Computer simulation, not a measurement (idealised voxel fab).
process module | voxel spacer lines
cross-section cut | 280 nm wide | cells 5 nm
A cross-section is a grid of square cells, given in bands from the top down. A band is one or more rows of cells.
Each band's line starts with the height of the band's top and of its bottom, in nm. Then come its materials from left to right, each with its width in nm. One material with "throughout" fills the band from edge to edge. "air" is empty space.
Height 0 is the level under which the wafer as received is all one material. The lowest band goes on downwards, as in "0 down".
A width such as "30 to 40" changes by the same amount from each row of cells to the next, from the band's top row to its bottom row.
"no change" after a step means that no cell of the cross-section changed.
closed voids: empty space of 8 cells or more with no open way to the top, each as width x height at its distance from the left edge, in nm
after a step's settings: what the simulator itself notes on the step
overlay nm, on a step with a mask: how far to the right of its planned place the mask lay; to the left if negative
plan
1 op RECEIVE | material Si
2 op CONFORMAL_DEP | material Al2O3 | thk nm 10
3 op DIRECTIONAL_DEP | material W | thk nm 10
4 op DIRECTIONAL_DEP | material polySi | thk nm 20
5 op PATTERN | tone cover | mask id MANDREL | material resist | width nm 15 | pitch nm 50 | thk nm 25 | overlay nm 0
6 op DIRECTIONAL_ETCH | etch materials polySi | depth nm 20
7 op STRIP | etch materials resist
8 op CONFORMAL_DEP | material SiO2 | thk nm 10
9 op DIRECTIONAL_ETCH | etch materials SiO2 | depth nm 10
10 op STRIP | etch materials polySi
11 op DIRECTIONAL_ETCH | etch materials W | depth nm 10
12 op STRIP | etch materials SiO2
13 op FILL_DEP | material lowk | thk nm 5
14 op CMP | height nm 20
as received, after step 1
  0 down: Si throughout
  closed voids: none
first wafer at the end, as planned
  20 to 10: lowk 95 | W 10 | lowk 15 | W 10 | lowk 15 | W 10 | lowk 15 | W 10 | lowk 100
  10 to 0: Al2O3 throughout
  0 down: Si throughout
  closed voids: none
second wafer at the end: like start, like plan, one mistake
  20 to 10: lowk 100 | W 10 | lowk 15 | W 10 | lowk 15 | W 10 | lowk 15 | W 10 | lowk 95
  10 to 0: Al2O3 throughout
  0 down: Si throughout
  closed voids: none
what went wrong: step 5 ran as: op PATTERN | tone cover | mask id MANDREL | material resist | width nm 15 | pitch nm 50 | thk nm 25 | overlay nm 5
at the end the second wafer has, in cells: as many of each material as the first, in other places
